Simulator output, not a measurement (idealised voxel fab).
Presented below is a process module, voxel released beams.
Square cells of 5 nm make up the cross-section cut, whose width is 235 nm.
A cross-section in this document is a grid of square cells, and it is written down as bands, the top band listed before the ones below it; a band is made up of one or more rows of cells. Top, bottom (nm), then materials left to right with widths (nm); lone material tagged "throughout" fills the whole band edge to edge; "blank" = empty space. Heights are measured from 0, the level below which the as-received wafer is all one material; the lowest band has no bottom and continues downward, written as in "0 and below". Quick explanation for "30 to 40": the width changes in equal steps down the rows of cells, from the first number in the band's top row to the second number in its bottom row. A step reported as "no change" is a step in which no cell of the cross-section changed. In "Completely enclosed voids" the enclosed voids are listed, meaning empty spaces of 8 cells or larger without any opening to the top. The form is width x height at distance, distance from the left edge, units nm. On each step's line, the part that comes after the settings is the simulator's own comment on the step. A step line may carry the setting "overlay nm", which, for steps involving a mask, states the distance by which the mask lay to the right of its intended position; negative values denote displacement to the left.
-- plan
step 1: RECEIVE with material Si
step 2: CONFORMAL_DEP with material Al2O3, thk nm 5
step 3: DIRECTIONAL_DEP with material SiO2, thk nm 20
step 4: MASKED_ETCH with tone open, mask id ANCHOR, width nm 25, etch materials SiO2, depth nm 20, overlay nm 0
step 5: CONFORMAL_DEP with material W, thk nm 10
step 6: DIRECTIONAL_DEP with material aC, thk nm 10
step 7: PATTERN with tone cover, mask id BEAM, material resist, width nm 80, thk nm 25, overlay nm 0
step 8: DIRECTIONAL_ETCH with etch materials aC, depth nm 10
step 9: STRIP with etch materials resist
step 10: DIRECTIONAL_ETCH with etch materials W, depth nm 10
step 11: STRIP with etch materials aC
step 12: STRIP with etch materials SiO2
-- The cross-section here shows the wafer as received, i.e. in its state after step 1
  0 and below: Si throughout
  Completely enclosed voids: none
-- Result of the module, cross-sectioned: start per above, plan per above, one error in how it was run
  35 down to 25: blank: 75, W: 40, blank: 120
  25 down to 15: blank: 70, W: 10, SiO2: 25, W: 10, blank: 120
  15 down to 5: blank: 70, W: 10, SiO2: 25, W: 50, blank: 80
  5 down to 0: Al2O3 throughout
  0 and below: Si throughout
  Completely enclosed voids: none
So what did we get wrong on this run? step 4 was run on a setting that differed from the plan, and what really ran there is MASKED_ETCH with tone cover, mask id ANCHOR, width nm 25, etch materials SiO2, depth nm 20, overlay nm 0
